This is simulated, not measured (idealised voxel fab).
The process module that follows is named voxel self aligned contacts.
210 nm wide, 5 nm square cells: that's cross-section cut.
Throughout this document, each cross-section is represented as a grid of square cells and is presented as a sequence of bands enumerated from the top downward, where a band comprises one or more rows of cells. Top, bottom (nm), then materials left to right with widths (nm); lone material tagged "throughout" fills the whole band edge to edge; "empty" = empty space. Height 0 is the level under which the wafer as received is all one material. The lowest band goes on downwards, as in "top 0, no bottom". Per-row width for "30 to 40": begins at first number (top row of band), ends at second number (bottom row), increment between rows held constant. The cross-section has no changed cell in any step marked "remains unaltered". What "Closed void roster" gives you is every empty space of 8 cells or more that is cut off from the top. Each appears as width x height at distance, with the distance taken from the left edge and width, height and distance all in nm. The remark found on a step's line after its settings is issued by the simulator itself and pertains to that step. "overlay nm", when on a step's line for a step with a mask, measures how far to the right of its planned place the mask lay; a negative measure means to the left.
[Planned process steps]
1. RECEIVE [material Si]
2. OXIDIZE [depth nm 5]
3. DIRECTIONAL_DEP [material polySi] [thk nm 30]
4. DIRECTIONAL_DEP [material SiN] [thk nm 20]
5. PATTERN [tone cover] [mask id GATE] [material resist] [width nm 30] [pitch nm 65] [thk nm 20] [overlay nm 0]
6. DIRECTIONAL_ETCH [etch materials SiN] [depth nm 20]
7. DIRECTIONAL_ETCH [etch materials polySi] [depth nm 30]
8. STRIP [etch materials resist]
9. CONFORMAL_DEP [material SiN] [thk nm 10]
10. DIRECTIONAL_ETCH [etch materials SiN] [depth nm 10]
11. FILL_DEP [material SiO2] [thk nm 15]
12. CMP [height nm 55]
13. PATTERN [tone open] [mask id CONTACT] [material resist] [width nm 45] [pitch nm 65] [thk nm 15] [overlay nm 0]
14. DIRECTIONAL_ETCH [etch materials SiO2] [depth nm 60]
15. STRIP [etch materials resist]
16. CONFORMAL_DEP [material TiN] [thk nm 5]
17. FILL_DEP [material W] [thk nm 5]
18. CMP [height nm 55]
19. CONFORMAL_DEP [material SiCN] [thk nm 5]
[Shown in cross-section is the wafer as received, that is, as it stands after step 1]
top 0, no bottom  Si throughout
Closed void roster: none
[Wafer cross-section at end of module: start and plan as shown above, one execution error]
top 60, bottom 55  SiCN throughout
top 55, bottom 50  SiO2=45  TiN=25  W=5  TiN=15  SiO2=20  TiN=25  W=5  TiN=15  SiO2=55
top 50, bottom 30  SiO2=15  SiN=50  TiN=5  W=5  TiN=5  SiN=50  TiN=5  W=5  TiN=5  SiN=50  SiO2=15
top 30, bottom 0  SiO2=15  SiN=10  polySi=30  SiN=10  TiN=5  W=5  TiN=5  SiN=10  polySi=30  SiN=10  TiN=5  W=5  TiN=5  SiN=10  polySi=30  SiN=10  SiO2=15
top 0, bottom -5  SiO2=65  TiN=15  SiO2=50  TiN=15  SiO2=65
top -5, no bottom  Si throughout
Closed void roster: none
It is concluded that the wafer was processed incorrectly with respect to the plan, in that step 13 was processed under conditions differing from the plan, specifically as PATTERN [tone open] [mask id CONTACT] [material resist] [width nm 45] [pitch nm 65] [thk nm 15] [overlay nm -5]
